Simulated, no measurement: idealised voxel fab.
Name of the process module below: voxel capacitor over wiring
The cross-section shown here is cut; it is 245 nm wide and divided into square cells measuring 5 nm on a side.
In this document a cross-section is written as a grid of square cells. It is given as a series of bands, listed from the top down, and a band is one or more rows of cells.
A band entry consists of two parts. The first gives the height of the band's top and the height of its bottom, in nm. The rest lists the band's materials from left to right, each with its width in nm. A single material labelled with the word "full width" fills the band from edge to edge, and the word "air" marks empty space.
Height 0 is the level under which the wafer as received is all one material. The lowest band goes on downwards, as in "0 -> down".
Read "30->40" as a graded width: first number on top, second number at the bottom, same change between each pair of neighbouring rows.
Given "identical to before" for a step, no cell of the cross-section differs between before and after that step.
Entry "Sealed void listing". Content: empty spaces with no open connection to the top, size 8 cells or greater. Each: width x height at distance. Distance: from left edge. Unit: nm.
Whatever follows a step's settings on its line is a remark the simulator itself makes about that step.
"overlay nm", when on a step's line for a step with a mask, measures how far to the right of its planned place the mask lay; a negative measure means to the left.

### Here's what the planned process steps look like
1 RECEIVE | material Si
2 CONFORMAL_DEP | material SiO2 | thk nm 15
3 CONFORMAL_DEP | material SiN | thk nm 5
4 DIRECTIONAL_DEP | material SiO2 | thk nm 15
5 MASKED_ETCH | tone open | mask id METAL_1 | width nm 30 | pitch nm 100 | etch materials SiO2 | depth nm 15 | overlay nm 0
6 MASKED_ETCH | tone open | mask id METAL_1 | width nm 30 | pitch nm 100 | etch materials SiN | depth nm 5 | overlay nm 0
7 CONFORMAL_DEP | material TiN | thk nm 5
8 FILL_DEP | material W | thk nm 10
9 CMP | height nm 35
10 EPI | material Ru | thk nm 5
11 FILL_DEP | material SiCN | thk nm 5
12 DIRECTIONAL_DEP | material SiO2 | thk nm 20
13 DIRECTIONAL_DEP | material aC | thk nm 15
14 PATTERN | tone open | mask id PLUG_1 | material resist | width nm 15 | thk nm 35 | overlay nm 0
15 DIRECTIONAL_ETCH | etch materials aC | depth nm 15
16 STRIP | etch materials resist
17 DIRECTIONAL_ETCH | etch materials SiO2 | depth nm 20
18 DIRECTIONAL_ETCH | etch materials SiCN | depth nm 5
19 STRIP | etch materials aC
20 CONFORMAL_DEP | material TiN | thk nm 5
21 FILL_DEP | material Ru | thk nm 5
22 CMP | height nm 65
23 DIRECTIONAL_DEP | material TiN | thk nm 5
24 DIRECTIONAL_DEP | material SiN | thk nm 5
25 DIRECTIONAL_DEP | material TiN | thk nm 5
26 DIRECTIONAL_DEP | material aC | thk nm 15
27 PATTERN | tone cover | mask id UPPER_PLATE | material resist | width nm 75 | thk nm 30 | overlay nm 0
28 DIRECTIONAL_ETCH | etch materials aC | depth nm 15
29 STRIP | etch materials resist
30 DIRECTIONAL_ETCH | etch materials TiN | depth nm 5
31 DIRECTIONAL_ETCH | etch materials SiN | depth nm 5
32 STRIP | etch materials aC
33 DIRECTIONAL_DEP | material aC | thk nm 15
34 PATTERN | tone cover | mask id LOWER_PLATE | material resist | width nm 85 | thk nm 30 | overlay nm 0
35 DIRECTIONAL_ETCH | etch materials aC | depth nm 15
36 STRIP | etch materials resist
37 DIRECTIONAL_ETCH | etch materials TiN | depth nm 5
38 STRIP | etch materials aC
39 FILL_DEP | material SiO2 | thk nm 20
40 CMP | height nm 95
41 PATTERN | tone open | mask id PLUG_2 | material resist | width nm 15 | thk nm 20 | overlay nm 0
42 DIRECTIONAL_ETCH | etch materials SiO2 | depth nm 15
43 STRIP | etch materials resist
44 CONFORMAL_DEP | material TiN | thk nm 5
45 FILL_DEP | material Ru | thk nm 10
46 CMP | height nm 95
47 CONFORMAL_DEP | material SiN | thk nm 5

### Wafer, first of two, run as planned

### The cross-section here shows the wafer as received, i.e. in its state after step 1
> 0 -> down: Si full width
> Sealed void listing: none

### State of the wafer after step 2, shown in cross-section
> 15 -> 0: SiO2 full width
> Below 0, the layers are the same as they were.

### State of the wafer after step 3, shown in cross-section
> 20 -> 15: SiN full width
> Below 15, the layers are the same as they were.

### State of the wafer after step 4, shown in cross-section
> 35 -> 20: SiO2 full width
> Below 20, the layers are the same as they were.

### State of the wafer after step 5, shown in cross-section
> 35 -> 20: 55 SiO2 / 30 air / 70 SiO2 / 30 air / 60 SiO2
> Below 20, the layers are the same as they were.

### State of the wafer after step 6, shown in cross-section
> 35 -> 20: 55 SiO2 / 30 air / 70 SiO2 / 30 air / 60 SiO2
> 20 -> 15: 55 SiN / 30 air / 70 SiN / 30 air / 60 SiN
> Below 15, the layers are the same as they were.

### State of the wafer after step 7, shown in cross-section
> 40 -> 35: 60 TiN / 20 air / 80 TiN / 20 air / 65 TiN
> 35 -> 20: 55 SiO2 / 5 TiN / 20 air / 5 TiN / 70 SiO2 / 5 TiN / 20 air / 5 TiN / 60 SiO2
> 20 -> 15: 55 SiN / 30 TiN / 70 SiN / 30 TiN / 60 SiN
> Below 15, the layers are the same as they were.

### State of the wafer after step 8, shown in cross-section
> 50 -> 40: W full width
> 40 -> 35: 60 TiN / 20 W / 80 TiN / 20 W / 65 TiN
> 35 -> 20: 55 SiO2 / 5 TiN / 20 W / 5 TiN / 70 SiO2 / 5 TiN / 20 W / 5 TiN / 60 SiO2
> Below 20, the layers are the same as they were.

### State of the wafer after step 9, shown in cross-section
> 35 -> 20: 55 SiO2 / 5 TiN / 20 W / 5 TiN / 70 SiO2 / 5 TiN / 20 W / 5 TiN / 60 SiO2
> Below 20, the layers are the same as they were.

### State of the wafer after step 10, shown in cross-section
> 40 -> 35: 50 air / 40 Ru / 60 air / 40 Ru / 55 air
> Below 35, the layers are the same as they were.

### State of the wafer after step 11, shown in cross-section
> 45 -> 40: SiCN full width
> 40 -> 35: 50 SiCN / 40 Ru / 60 SiCN / 40 Ru / 55 SiCN
> Below 35, the layers are the same as they were.

### State of the wafer after step 12, shown in cross-section
> 65 -> 45: SiO2 full width
> Below 45, the layers are the same as they were.

### State of the wafer after step 13, shown in cross-section
> 80 -> 65: aC full width
> Below 65, the layers are the same as they were.

### State of the wafer after step 14, shown in cross-section
> 115 -> 80: 70 resist / 15 air / 160 resist
> Below 80, the layers are the same as they were.

### State of the wafer after step 15, shown in cross-section
> 100 -> 80: 70 resist / 15 air / 160 resist
> 80 -> 65: 70 aC / 15 air / 160 aC
> Below 65, the layers are the same as they were.

### State of the wafer after step 16, shown in cross-section
> 80 -> 65: 70 aC / 15 air / 160 aC
> Below 65, the layers are the same as they were.

### State of the wafer after step 17, shown in cross-section
> 80 -> 65: 70 aC / 15 air / 160 aC
> 65 -> 45: 70 SiO2 / 15 air / 160 SiO2
> Below 45, the layers are the same as they were.

### State of the wafer after step 18, shown in cross-section
> 80 -> 65: 70 aC / 15 air / 160 aC
> 65 -> 45: 70 SiO2 / 15 air / 160 SiO2
> 45 -> 40: 70 SiCN / 15 air / 160 SiCN
> Below 40, the layers are the same as they were.

### State of the wafer after step 19, shown in cross-section
> 65 -> 45: 70 SiO2 / 15 air / 160 SiO2
> Below 45, the layers are the same as they were.

### State of the wafer after step 20, shown in cross-section
> 70 -> 65: 75 TiN / 5 air / 165 TiN
> 65 -> 45: 70 SiO2 / 5 TiN / 5 air / 5 TiN / 160 SiO2
> 45 -> 40: 70 SiCN / 15 TiN / 160 SiCN
> Below 40, the layers are the same as they were.

### State of the wafer after step 21, shown in cross-section
> 75 -> 70: Ru full width
> 70 -> 65: 75 TiN / 5 Ru / 165 TiN
> 65 -> 45: 70 SiO2 / 5 TiN / 5 Ru / 5 TiN / 160 SiO2
> Below 45, the layers are the same as they were.

### State of the wafer after step 22, shown in cross-section
> 65 -> 45: 70 SiO2 / 5 TiN / 5 Ru / 5 TiN / 160 SiO2
> Below 45, the layers are the same as they were.

### State of the wafer after step 23, shown in cross-section
> 70 -> 65: TiN full width
> Below 65, the layers are the same as they were.

### State of the wafer after step 24, shown in cross-section
> 75 -> 70: SiN full width
> Below 70, the layers are the same as they were.

### State of the wafer after step 25, shown in cross-section
> 80 -> 75: TiN full width
> Below 75, the layers are the same as they were.

### State of the wafer after step 26, shown in cross-section
> 95 -> 80: aC full width
> Below 80, the layers are the same as they were.

### State of the wafer after step 27, shown in cross-section
> 125 -> 95: 70 air / 75 resist / 100 air
> Below 95, the layers are the same as they were.

### State of the wafer after step 28, shown in cross-section
> 110 -> 95: 70 air / 75 resist / 100 air
> 95 -> 80: 70 air / 75 aC / 100 air
> Below 80, the layers are the same as they were.

### State of the wafer after step 29, shown in cross-section
> 95 -> 80: 70 air / 75 aC / 100 air
> Below 80, the layers are the same as they were.

### State of the wafer after step 30, shown in cross-section
> 95 -> 80: 70 air / 75 aC / 100 air
> 80 -> 75: 70 air / 75 TiN / 100 air
> Below 75, the layers are the same as they were.

### State of the wafer after step 31, shown in cross-section
> 95 -> 80: 70 air / 75 aC / 100 air
> 80 -> 75: 70 air / 75 TiN / 100 air
> 75 -> 70: 70 air / 75 SiN / 100 air
> Below 70, the layers are the same as they were.

### State of the wafer after step 32, shown in cross-section
> 80 -> 75: 70 air / 75 TiN / 100 air
> Below 75, the layers are the same as they were.

### State of the wafer after step 33, shown in cross-section
> 95 -> 85: 70 air / 75 aC / 100 air
> 85 -> 80: aC full width
> 80 -> 75: 70 aC / 75 TiN / 100 aC
> 75 -> 70: 70 aC / 75 SiN / 100 aC
> Below 70, the layers are the same as they were.

### State of the wafer after step 34, shown in cross-section
> 125 -> 95: 65 air / 85 resist / 95 air
> 95 -> 85: 65 air / 5 resist / 75 aC / 5 resist / 95 air
> Below 85, the layers are the same as they were.

### State of the wafer after step 35, shown in cross-section
> 110 -> 95: 65 air / 85 resist / 95 air
> 95 -> 85: 65 air / 5 resist / 75 aC / 5 resist / 95 air
> 85 -> 80: 65 air / 85 aC / 95 air
> 80 -> 75: 65 air / 5 aC / 75 TiN / 5 aC / 95 air
> 75 -> 70: 65 air / 5 aC / 75 SiN / 5 aC / 95 air
> Below 70, the layers are the same as they were.

### State of the wafer after step 36, shown in cross-section
> 95 -> 85: 70 air / 75 aC / 100 air
> Below 85, the layers are the same as they were.

### State of the wafer after step 37, shown in cross-section
> 95 -> 85: 70 air / 75 aC / 100 air
> 85 -> 80: 65 air / 85 aC / 95 air
> 80 -> 75: 65 air / 5 aC / 75 TiN / 5 aC / 95 air
> 75 -> 70: 65 air / 5 aC / 75 SiN / 5 aC / 95 air
> 70 -> 65: 65 air / 85 TiN / 95 air
> Below 65, the layers are the same as they were.

### State of the wafer after step 38, shown in cross-section
> 80 -> 75: 70 air / 75 TiN / 100 air
> 75 -> 70: 70 air / 75 SiN / 100 air
> Below 70, the layers are the same as they were.

### State of the wafer after step 39, shown in cross-section
> 100 -> 80: SiO2 full width
> 80 -> 75: 70 SiO2 / 75 TiN / 100 SiO2
> 75 -> 70: 70 SiO2 / 75 SiN / 100 SiO2
> 70 -> 65: 65 SiO2 / 85 TiN / 95 SiO2
> Below 65, the layers are the same as they were.

### State of the wafer after step 40, shown in cross-section
> 95 -> 80: SiO2 full width
> Below 80, the layers are the same as they were.

### State of the wafer after step 41, shown in cross-section
> 115 -> 95: 80 resist / 15 air / 150 resist
> Below 95, the layers are the same as they were.

### State of the wafer after step 42, shown in cross-section
> 115 -> 95: 80 resist / 15 air / 150 resist
> 95 -> 80: 80 SiO2 / 15 air / 150 SiO2
> Below 80, the layers are the same as they were.

### State of the wafer after step 43, shown in cross-section
> 95 -> 80: 80 SiO2 / 15 air / 150 SiO2
> Below 80, the layers are the same as they were.

### State of the wafer after step 44, shown in cross-section
> 100 -> 95: 85 TiN / 5 air / 155 TiN
> 95 -> 85: 80 SiO2 / 5 TiN / 5 air / 5 TiN / 150 SiO2
> 85 -> 75: 80->70 SiO2 / 15->75 TiN / 150->100 SiO2
> Below 75, the layers are the same as they were.

### State of the wafer after step 45, shown in cross-section
> 110 -> 100: Ru full width
> 100 -> 95: 85 TiN / 5 Ru / 155 TiN
> 95 -> 85: 80 SiO2 / 5 TiN / 5 Ru / 5 TiN / 150 SiO2
> Below 85, the layers are the same as they were.

### State of the wafer after step 46, shown in cross-section
> 95 -> 85: 80 SiO2 / 5 TiN / 5 Ru / 5 TiN / 150 SiO2
> Below 85, the layers are the same as they were.

### State of the wafer after step 47, shown in cross-section
> 100 -> 95: SiN full width
> Below 95, the layers are the same as they were.

### Companion wafer, the second of two: same beginning, same intended sequence, one mistake in carrying it out; through step 33 inclusive it tracks the first exactly

### Planned end of step 34: second wafer, cross-section
> 125 -> 95: 60 air / 85 resist / 100 air
> 95 -> 85: 60 air / 10 resist / 75 aC / 100 air
> Below 85, the layers are the same as they were.

### Planned end of step 35: second wafer, cross-section
> 110 -> 95: 60 air / 85 resist / 100 air
> 95 -> 85: 60 air / 10 resist / 75 aC / 100 air
> 85 -> 80: 60 air / 85 aC / 100 air
> 80 -> 75: 60 air / 10 aC / 75 TiN / 100 air
> 75 -> 70: 60 air / 10 aC / 75 SiN / 100 air
> Below 70, the layers are the same as they were.

### Planned end of step 36: second wafer, cross-section
> 95 -> 85: 70 air / 75 aC / 100 air
> Below 85, the layers are the same as they were.

### Planned end of step 37: second wafer, cross-section
> 95 -> 85: 70 air / 75 aC / 100 air
> 85 -> 80: 60 air / 85 aC / 100 air
> 80 -> 75: 60 air / 10 aC / 75 TiN / 100 air
> 75 -> 70: 60 air / 10 aC / 75 SiN / 100 air
> 70 -> 65: 60 air / 85 TiN / 100 air
> Below 65, the layers are the same as they were.

### Planned end of step 38: second wafer, cross-section
> 80 -> 75: 70 air / 75 TiN / 100 air
> 75 -> 70: 70 air / 75 SiN / 100 air
> Below 70, the layers are the same as they were.

### Planned end of step 39: second wafer, cross-section
> 100 -> 80: SiO2 full width
> 80 -> 75: 70 SiO2 / 75 TiN / 100 SiO2
> 75 -> 70: 70 SiO2 / 75 SiN / 100 SiO2
> 70 -> 65: 60 SiO2 / 85 TiN / 100 SiO2
> Below 65, the layers are the same as they were.

### Planned end of step 40: second wafer, cross-section
> 95 -> 80: SiO2 full width
> Below 80, the layers are the same as they were.

### Planned end of step 41: second wafer, cross-section
> 115 -> 95: 80 resist / 15 air / 150 resist
> Below 95, the layers are the same as they were.

### Planned end of step 42: second wafer, cross-section
> 115 -> 95: 80 resist / 15 air / 150 resist
> 95 -> 80: 80 SiO2 / 15 air / 150 SiO2
> Below 80, the layers are the same as they were.

### Planned end of step 43: second wafer, cross-section
> 95 -> 80: 80 SiO2 / 15 air / 150 SiO2
> Below 80, the layers are the same as they were.

### Planned end of step 44: second wafer, cross-section
> 100 -> 95: 85 TiN / 5 air / 155 TiN
> 95 -> 85: 80 SiO2 / 5 TiN / 5 air / 5 TiN / 150 SiO2
> 85 -> 75: 80->70 SiO2 / 15->75 TiN / 150->100 SiO2
> Below 75, the layers are the same as they were.

### Planned end of step 45: second wafer, cross-section
> 110 -> 100: Ru full width
> 100 -> 95: 85 TiN / 5 Ru / 155 TiN
> 95 -> 85: 80 SiO2 / 5 TiN / 5 Ru / 5 TiN / 150 SiO2
> Below 85, the layers are the same as they were.

### Planned end of step 46: second wafer, cross-section
> 95 -> 85: 80 SiO2 / 5 TiN / 5 Ru / 5 TiN / 150 SiO2
> Below 85, the layers are the same as they were.

### Planned end of step 47: second wafer, cross-section
> 100 -> 95: SiN full width
> Below 95, the layers are the same as they were.
It is concluded that the wafer was processed incorrectly with respect to the plan, in that step 34: run off-plan, actual operation and settings PATTERN | tone cover | mask id LOWER_PLATE | material resist | width nm 85 | thk nm 30 | overlay nm -5
At the end, the second wafer has the same number of cells of each material as the first, but those cells sit in other places.
